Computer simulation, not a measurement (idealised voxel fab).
process module | voxel tone inversion
cross-section cut | 180 nm wide | cells 5 nm
A cross-section is a grid of square cells, given in bands from the top down. A band is one or more rows of cells.
Each band's line starts with the height of the band's top and of its bottom, in nm. Then come its materials from left to right, each with its width in nm. One material with "throughout" fills the band from edge to edge. "air" is empty space.
Height 0 is the level under which the wafer as received is all one material. The lowest band goes on downwards, as in "0 down".
A width such as "30 to 40" changes by the same amount from each row of cells to the next, from the band's top row to its bottom row.
"no change" after a step means that no cell of the cross-section changed.
closed voids: empty space of 8 cells or more with no open way to the top, each as width x height at its distance from the left edge, in nm
after a step's settings: what the simulator itself notes on the step
overlay nm, on a step with a mask: how far to the right of its planned place the mask lay; to the left if negative
plan
1 op RECEIVE | material Si
2 op CONFORMAL_DEP | material SiCN | thk nm 5
3 op DIRECTIONAL_DEP | material aC | thk nm 15
4 op PATTERN | tone cover | mask id POSTS | material resist | width nm 15 | pitch nm 35 | thk nm 20 | overlay nm 0
5 op DIRECTIONAL_ETCH | etch materials aC | depth nm 15
6 op STRIP | etch materials resist
7 op FILL_DEP | material SiO2 | thk nm 10
8 op CMP | height nm 20
9 op STRIP | etch materials aC
10 op CONFORMAL_DEP | material TiN | thk nm 5
11 op FILL_DEP | material Ru | thk nm 5
12 op CMP | height nm 20
13 op CONFORMAL_DEP | material SiCN | thk nm 5
first wafer, as planned
as received, after step 1
  0 down: Si throughout
  closed voids: none
after step 2
  5 to 0: SiCN throughout
  below 0: unchanged
after step 3
  20 to 5: aC throughout
  below 5: unchanged
after step 4
  40 to 20: air 45 | resist 15 | air 20 | resist 15 | air 20 | resist 15 | air 50
  below 20: unchanged
after step 5
  25 to 20: air 45 | resist 15 | air 20 | resist 15 | air 20 | resist 15 | air 50
  20 to 5: air 45 | aC 15 | air 20 | aC 15 | air 20 | aC 15 | air 50
  below 5: unchanged
after step 6
  20 to 5: air 45 | aC 15 | air 20 | aC 15 | air 20 | aC 15 | air 50
  below 5: unchanged
after step 7
  30 to 20: SiO2 throughout
  20 to 5: SiO2 45 | aC 15 | SiO2 20 | aC 15 | SiO2 20 | aC 15 | SiO2 50
  below 5: unchanged
after step 8
  20 to 5: SiO2 45 | aC 15 | SiO2 20 | aC 15 | SiO2 20 | aC 15 | SiO2 50
  below 5: unchanged
after step 9
  20 to 5: SiO2 45 | air 15 | SiO2 20 | air 15 | SiO2 20 | air 15 | SiO2 50
  below 5: unchanged
after step 10
  25 to 20: TiN 50 | air 5 | TiN 30 | air 5 | TiN 30 | air 5 | TiN 55
  20 to 10: SiO2 45 | TiN 5 | air 5 | TiN 5 | SiO2 20 | TiN 5 | air 5 | TiN 5 | SiO2 20 | TiN 5 | air 5 | TiN 5 | SiO2 50
  10 to 5: SiO2 45 | TiN 15 | SiO2 20 | TiN 15 | SiO2 20 | TiN 15 | SiO2 50
  below 5: unchanged
after step 11
  30 to 25: Ru throughout
  25 to 20: TiN 50 | Ru 5 | TiN 30 | Ru 5 | TiN 30 | Ru 5 | TiN 55
  20 to 10: SiO2 45 | TiN 5 | Ru 5 | TiN 5 | SiO2 20 | TiN 5 | Ru 5 | TiN 5 | SiO2 20 | TiN 5 | Ru 5 | TiN 5 | SiO2 50
  below 10: unchanged
after step 12
  20 to 10: SiO2 45 | TiN 5 | Ru 5 | TiN 5 | SiO2 20 | TiN 5 | Ru 5 | TiN 5 | SiO2 20 | TiN 5 | Ru 5 | TiN 5 | SiO2 50
  below 10: unchanged
after step 13
  25 to 20: SiCN throughout
  below 20: unchanged
second wafer: like start, like plan, one mistake. Through step 1 it matches the first wafer
when step 2 should have ended
  15 to 0: aC throughout
  below 0: unchanged
when step 3 should have ended
  20 to 15: SiCN throughout
  below 15: unchanged
when step 4 should have ended
  40 to 20: air 45 | resist 15 | air 20 | resist 15 | air 20 | resist 15 | air 50
  below 20: unchanged
when step 5 should have ended
  25 to 20: air 45 | resist 15 | air 20 | resist 15 | air 20 | resist 15 | air 50
  below 20: unchanged
when step 6 should have ended
  20 to 15: SiCN throughout
  below 15: unchanged
when step 7 should have ended
  30 to 20: SiO2 throughout
  below 20: unchanged
when step 8 should have ended
  20 to 15: SiCN throughout
  below 15: unchanged
when step 9 should have ended: no change
when step 10 should have ended
  25 to 20: TiN throughout
  below 20: unchanged
when step 11 should have ended
  30 to 25: Ru throughout
  below 25: unchanged
when step 12 should have ended
  20 to 15: SiCN throughout
  below 15: unchanged
when step 13 should have ended
  25 to 15: SiCN throughout
  below 15: unchanged
what went wrong: steps 2 and 3 were swapped
at the end the second wafer has, in cells: 6 fewer of Ru | 81 fewer of SiO2 | 21 fewer of TiN | 108 more of aC
